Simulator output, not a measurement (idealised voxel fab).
Process module name: voxel self aligned vias
Section cut is 220 nm wide and gridded with 5 nm square cells.
For the purposes of this document, a cross-section shall be understood as a grid of square cells, specified as bands listed in top-to-bottom order, each band consisting of one or more rows of cells. A band entry consists of two parts. The first gives the height of the band's top and the height of its bottom, in nm. The rest lists the band's materials from left to right, each with its width in nm. A single material labelled with the word "throughout" fills the band from edge to edge, and the word "empty" marks empty space. Height datum 0, below which the as-received substrate wafer is one material. Lowest band open at the bottom, running downward: "0..down". You'd read "30->40" like this: the band's top row of cells is as wide as the first number, its bottom row is as wide as the second, and going down, every row changes width by the same amount as the row before did. "no change" means the step left every cell of the cross-section as it was. For the entry "Enclosed void entries", the listed items are empty spaces with no open way to the top whose size is 8 cells or more; each item follows the pattern width x height at distance, where distance is from the left edge and all three are in nm. Anything after a step's settings on that line? It's the simulator's own note about the step. overlay nm: mask offset rightward from planned place, masked step; negative means leftward offset.

Process steps (planned):
1: RECEIVE with material Si
2: CONFORMAL_DEP with material SiO2, thk nm 15
3: CONFORMAL_DEP with material SiCN, thk nm 5
4: DIRECTIONAL_DEP with material SiO2, thk nm 25
5: DIRECTIONAL_DEP with material aC, thk nm 10
6: PATTERN with tone open, mask id LINES, material resist, width nm 30, pitch nm 70, thk nm 25, overlay nm 0
7: DIRECTIONAL_ETCH with etch materials aC, depth nm 10
8: STRIP with etch materials resist
9: DIRECTIONAL_ETCH with etch materials SiO2, depth nm 25
10: STRIP with etch materials aC
11: CONFORMAL_DEP with material TiN, thk nm 5
12: FILL_DEP with material Ru, thk nm 10
13: CMP with height nm 45
14: SELECTIVE_ETCH with etch materials W Ru TiN, depth nm 10
15: FILL_DEP with material SiN, thk nm 10
16: CMP with height nm 45
17: DIRECTIONAL_DEP with material SiO2, thk nm 15
18: MASKED_ETCH with tone open, mask id VIAS, width nm 50, pitch nm 70, etch materials SiO2, depth nm 15, overlay nm 0
19: MASKED_ETCH with tone open, mask id VIAS, width nm 50, pitch nm 70, etch materials SiN, depth nm 10, overlay nm 0
20: CONFORMAL_DEP with material TiN, thk nm 5
21: FILL_DEP with material Cu, thk nm 5
22: CMP with height nm 60
23: CONFORMAL_DEP with material SiCN, thk nm 5

This is the cross-section of the wafer as we received it, i.e. after step 1:
> 0..down  Si throughout
> Enclosed void entries: none

Wafer at module end, in section. Began as above, planned as above, run with one mistake:
> 65..60  SiCN throughout
> 60..50  50 SiO2, 5 TiN, 40 Cu, 5 TiN, 20 SiO2, 5 TiN, 40 Cu, 5 TiN, 50 SiO2
> 50..40  50->60 SiO2, 15->5 TiN, 20 Cu, 15->5 TiN, 20->40 SiO2, 15->5 TiN, 20 Cu, 15->5 TiN, 50->60 SiO2
> 40..35  60 SiO2, 30 TiN, 40 SiO2, 30 TiN, 60 SiO2
> 35..30  SiCN throughout
> 30..0  SiO2 throughout
> 0..down  Si throughout
> Enclosed void entries: none
Deviation from plan: plan step 2 ran twice
